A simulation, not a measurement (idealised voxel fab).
process module | voxel ribs on slabs
cross-section cut | 190 nm wide | cells 5 nm
A cross-section is a grid of square cells, given in bands from the top down. A band is one or more rows of cells.
Each band's line starts with the height of the band's top and of its bottom, in nm. Then come its materials from left to right, each with its width in nm. One material with "throughout" fills the band from edge to edge. "air" is empty space.
Height 0 is the level under which the wafer as received is all one material. The lowest band goes on downwards, as in "0 down".
A width such as "30 to 40" changes by the same amount from each row of cells to the next, from the band's top row to its bottom row.
"no change" after a step means that no cell of the cross-section changed.
closed voids: empty space of 8 cells or more with no open way to the top, each as width x height at its distance from the left edge, in nm
after a step's settings: what the simulator itself notes on the step
overlay nm, on a step with a mask: how far to the right of its planned place the mask lay; to the left if negative
plan
1 op RECEIVE | material Si
2 op DIRECTIONAL_DEP | material SiO2 | thk nm 20
3 op DIRECTIONAL_DEP | material SiN | thk nm 20
4 op DIRECTIONAL_DEP | material aC | thk nm 10
5 op PATTERN | tone cover | mask id RIB | material resist | width nm 30 | thk nm 30 | overlay nm -15
6 op DIRECTIONAL_ETCH | etch materials aC | depth nm 10
7 op STRIP | etch materials resist
8 op DIRECTIONAL_ETCH | etch materials SiN | depth nm 10
9 op STRIP | etch materials aC
10 op MASKED_ETCH | tone cover | mask id SLAB | width nm 70 | etch materials SiN | depth nm 10 | overlay nm 0
11 op FILL_DEP | material SiO2 | thk nm 20
12 op CMP | height nm 55
13 op DIRECTIONAL_DEP | material TiN | thk nm 10
14 op PATTERN | tone cover | mask id HEATER | material resist | width nm 40 | thk nm 20 | overlay nm 0
15 op DIRECTIONAL_ETCH | etch materials TiN | depth nm 10
16 op STRIP | etch materials resist
17 op CONFORMAL_DEP | material SiN | thk nm 5
varied across the wafers: overlay nm of step 5. The plan shows the first wafer's value. All wafers start alike
first wafer as received, after step 1
  0 down: Si throughout
  closed voids: none
each wafer at the end: cells of each material gained (+) or lost (-) since it was received, then its closed voids
overlay nm -15 | +82 SiN | +378 SiO2 | +16 TiN | closed voids: none
overlay nm -10 | +82 SiN | +378 SiO2 | +16 TiN | closed voids: none
overlay nm -5 | +82 SiN | +378 SiO2 | +16 TiN | closed voids: none
overlay nm 0 | +82 SiN | +378 SiO2 | +16 TiN | closed voids: none
overlay nm 5 | +82 SiN | +378 SiO2 | +16 TiN | closed voids: none
overlay nm 10 | +82 SiN | +378 SiO2 | +16 TiN | closed voids: none
overlay nm 15 | +82 SiN | +378 SiO2 | +16 TiN | closed voids: none
